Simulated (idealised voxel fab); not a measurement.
process module | voxel self aligned contacts
cross-section cut | 160 nm wide | cells 5 nm
A cross-section is a grid of square cells, given in bands from the top down. A band is one or more rows of cells.
Each band's line starts with the height of the band's top and of its bottom, in nm. Then come its materials from left to right, each with its width in nm. One material with "throughout" fills the band from edge to edge. "air" is empty space.
Height 0 is the level under which the wafer as received is all one material. The lowest band goes on downwards, as in "0 down".
A width such as "30 to 40" changes by the same amount from each row of cells to the next, from the band's top row to its bottom row.
"no change" after a step means that no cell of the cross-section changed.
closed voids: empty space of 8 cells or more with no open way to the top, each as width x height at its distance from the left edge, in nm
after a step's settings: what the simulator itself notes on the step
overlay nm, on a step with a mask: how far to the right of its planned place the mask lay; to the left if negative
plan
1 op RECEIVE | material Si
2 op OXIDIZE | depth nm 5
3 op DIRECTIONAL_DEP | material polySi | thk nm 30
4 op DIRECTIONAL_DEP | material SiN | thk nm 25
5 op DIRECTIONAL_DEP | material aC | thk nm 15
6 op PATTERN | tone cover | mask id GATE | material resist | width nm 25 | pitch nm 65 | thk nm 35 | overlay nm 0
7 op DIRECTIONAL_ETCH | etch materials aC | depth nm 15
8 op STRIP | etch materials resist
9 op DIRECTIONAL_ETCH | etch materials SiN | depth nm 25
10 op DIRECTIONAL_ETCH | etch materials polySi | depth nm 30
11 op STRIP | etch materials aC
12 op CONFORMAL_DEP | material SiN | thk nm 10
13 op DIRECTIONAL_ETCH | etch materials SiN | depth nm 10
14 op FILL_DEP | material SiO2 | thk nm 20
15 op CMP | height nm 65
16 op MASKED_ETCH | tone open | mask id CONTACT | width nm 50 | etch materials SiO2 | depth nm 70 | overlay nm 0
17 op CONFORMAL_DEP | material TiN | thk nm 5
18 op FILL_DEP | material Ru | thk nm 5
19 op CMP | height nm 65
20 op CONFORMAL_DEP | material SiN | thk nm 5
as received, after step 1
  0 down: Si throughout
  closed voids: none
a wafer at the end: this start, this plan, one mistake
  70 to 65: SiN throughout
  65 to 55: SiO2 55 | TiN 5 to 20 | Ru 40 to 10 | TiN 5 to 20 | SiO2 55
  55 to 30: SiO2 25 | SiN 45 | TiN 5 | Ru 10 | TiN 5 | SiN 45 | SiO2 25
  30 to 5: SiO2 25 | SiN 10 | polySi 25 | SiN 10 | TiN 5 | Ru 10 | TiN 5 | SiN 10 | polySi 25 | SiN 10 | SiO2 25
  5 to 0: SiO2 25 | SiN 10 | polySi 25 | SiN 10 | TiN 20 | SiN 10 | polySi 25 | SiN 10 | SiO2 25
  0 down: Si throughout
  closed voids: none
what went wrong: step 2 was left out
